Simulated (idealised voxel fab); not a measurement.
Proc. module: voxel capacitor over wiring
Cross-section cut: width 155 nm, square cells of 5 nm.
Cross-section format: a grid of square cells, given as bands from top to bottom; each band is one or more rows of cells.
This entry defines a band. It first specifies the height of the band's top and the height of its bottom in nm, and then specifies the band's materials from left to right, stating each material with its width in nm. The word "edge to edge" identifies a single material that fills the band from edge to edge, while the word "air" identifies empty space.
Heights from 0 (as-received wafer is one material below). Bottom band endless downward, as "0 down".
The notation "30->40" denotes a width that varies across the rows of cells in the band, beginning at the first number in the top row, finishing at the second number in the bottom row, and changing by an identical amount from each row to the next.
The cross-section has no changed cell in any step marked "nothing altered".
What "Cavities, sealed" gives you is every empty space of 8 cells or more that is cut off from the top. Each appears as width x height at distance, with the distance taken from the left edge and width, height and distance all in nm.
Post-settings text on a step line: simulator's own remark regarding the step.
A step line may carry the setting "overlay nm", which, for steps involving a mask, states the distance by which the mask lay to the right of its intended position; negative values denote displacement to the left.

Here's what the planned process steps look like:
- 1: RECEIVE | material Si
- 2: CONFORMAL_DEP | material SiO2 | thk nm 5
- 3: DIRECTIONAL_DEP | material TiN | thk nm 5
- 4: DIRECTIONAL_DEP | material Ru | thk nm 25
- 5: MASKED_ETCH | tone cover | mask id METAL_1 | width nm 30 | pitch nm 85 | etch materials Ru | depth nm 25 | overlay nm 0
- 6: MASKED_ETCH | tone cover | mask id METAL_1 | width nm 30 | pitch nm 85 | etch materials TiN | depth nm 5 | overlay nm 0
- 7: CONFORMAL_DEP | material SiN | thk nm 5
- 8: FILL_DEP | material lowk | thk nm 5
- 9: CMP | height nm 40
- 10: CONFORMAL_DEP | material SiCN | thk nm 5
- 11: DIRECTIONAL_DEP | material SiO2 | thk nm 20
- 12: PATTERN | tone open | mask id PLUG_1 | material resist | width nm 15 | thk nm 20 | overlay nm 0
- 13: DIRECTIONAL_ETCH | etch materials SiO2 | depth nm 20
- 14: DIRECTIONAL_ETCH | etch materials SiCN | depth nm 5
- 15: STRIP | etch materials resist
- 16: EPI | material Ru | thk nm 10
- 17: EPI | material Ru | thk nm 10
- 18: EPI | material Ru | thk nm 5
- 19: DIRECTIONAL_DEP | material TiN | thk nm 10
- 20: DIRECTIONAL_DEP | material Al2O3 | thk nm 5
- 21: DIRECTIONAL_DEP | material TiN | thk nm 10
- 22: MASKED_ETCH | tone cover | mask id UPPER_PLATE | width nm 60 | etch materials TiN | depth nm 10 | overlay nm 0
- 23: MASKED_ETCH | tone cover | mask id UPPER_PLATE | width nm 60 | etch materials Al2O3 | depth nm 5 | overlay nm 0
- 24: MASKED_ETCH | tone cover | mask id LOWER_PLATE | width nm 70 | etch materials TiN | depth nm 10 | overlay nm 0
- 25: FILL_DEP | material SiO2 | thk nm 15
- 26: CMP | height nm 100
- 27: MASKED_ETCH | tone open | mask id PLUG_2 | width nm 15 | etch materials SiO2 | depth nm 10 | overlay nm 0
- 28: CONFORMAL_DEP | material TiN | thk nm 5
- 29: FILL_DEP | material Cu | thk nm 10
- 30: CMP | height nm 100
- 31: CONFORMAL_DEP | material SiCN | thk nm 5
What sets these wafers apart? The thk nm at step 2. They all start alike, and the plan carries the first wafer's value.

Received condition of the first of several wafers, sectioned: post-step 1:
0 down: Si edge to edge
Cavities, sealed: none

Here is the cross-section of the first of several wafers at the end of the module, after its last step, step 31:
105 to 100: SiCN edge to edge
100 to 95: SiO2 (45)  TiN (5)  Cu (5)  TiN (5)  SiO2 (95)
95 to 90: SiO2 (45)  TiN (15)  SiO2 (95)
90 to 80: SiO2 (50)  TiN (45)  SiO2 (60)
80 to 75: SiO2 (50)  Al2O3 (45)  SiO2 (60)
75 to 65: SiO2 (30)  TiN (5)  SiO2 (15)  TiN (50)  SiO2 (55)
65 to 55: SiO2 (35)  TiN (15)  SiO2 (105)
55 to 50: SiO2 (35)  Al2O3 (15)  SiO2 (105)
50 to 45: SiO2 (35)  TiN (15)  SiO2 (105)
45 to 40: SiCN (35)  TiN (15)  SiCN (105)
40 to 35: lowk (15)  SiN (40)  lowk (45)  SiN (40)  lowk (15)
35 to 10: lowk (15)  SiN (5)  Ru (30)  SiN (5)  lowk (45)  SiN (5)  Ru (30)  SiN (5)  lowk (15)
10 to 5: SiN (20)  TiN (30)  SiN (55)  TiN (30)  SiN (20)
5 to 0: SiO2 edge to edge
0 down: Si edge to edge
Cavities, sealed: none

The module's end: a cross-section of the last wafer:
105 to 100: SiCN edge to edge
100 to 95: SiO2 (45)  TiN (5)  Cu (5)  TiN (5)  SiO2 (95)
95 to 90: SiO2 (45)  TiN (15)  SiO2 (95)
90 to 80: SiO2 (35)  TiN (60)  SiO2 (60)
80 to 75: SiO2 (35)  Al2O3 (60)  SiO2 (60)
75 to 65: SiO2 (30)  TiN (70)  SiO2 (55)
65 to 45: SiO2 (35)  Ru (15)  SiO2 (105)
45 to 40: SiCN (35)  Ru (15)  SiCN (105)
40 to 30: lowk (15)  SiN (5)  Ru (30)  SiN (5)  lowk (45)  SiN (5)  Ru (30)  SiN (5)  lowk (15)
30 to 25: SiN (20)  TiN (30)  SiN (55)  TiN (30)  SiN (20)
25 to 0: SiO2 edge to edge
0 down: Si edge to edge
Cavities, sealed: none

Tabulated below, wafer by wafer, are the end-of-module results: for each material, the number of cells gained (+) or lost (-) relative to the as-received state, followed by the closed voids:
thk nm 5 | +12 Al2O3 | +1 Cu | +60 Ru | +59 SiCN | +55 SiN | +305 SiO2 | +69 TiN | +90 lowk | Cavities, sealed: none
thk nm 10 | +12 Al2O3 | +1 Cu | +75 Ru | +59 SiCN | +39 SiN | +321 SiO2 | +69 TiN | +75 lowk | Cavities, sealed: none
thk nm 15 | +12 Al2O3 | +1 Cu | +63 Ru | +59 SiCN | +35 SiN | +352 SiO2 | +69 TiN | +60 lowk | Cavities, sealed: none
thk nm 20 | +12 Al2O3 | +1 Cu | +51 Ru | +59 SiCN | +31 SiN | +383 SiO2 | +69 TiN | +45 lowk | Cavities, sealed: none
thk nm 25 | +12 Al2O3 | +1 Cu | +39 Ru | +59 SiCN | +27 SiN | +414 SiO2 | +69 TiN | +30 lowk | Cavities, sealed: none
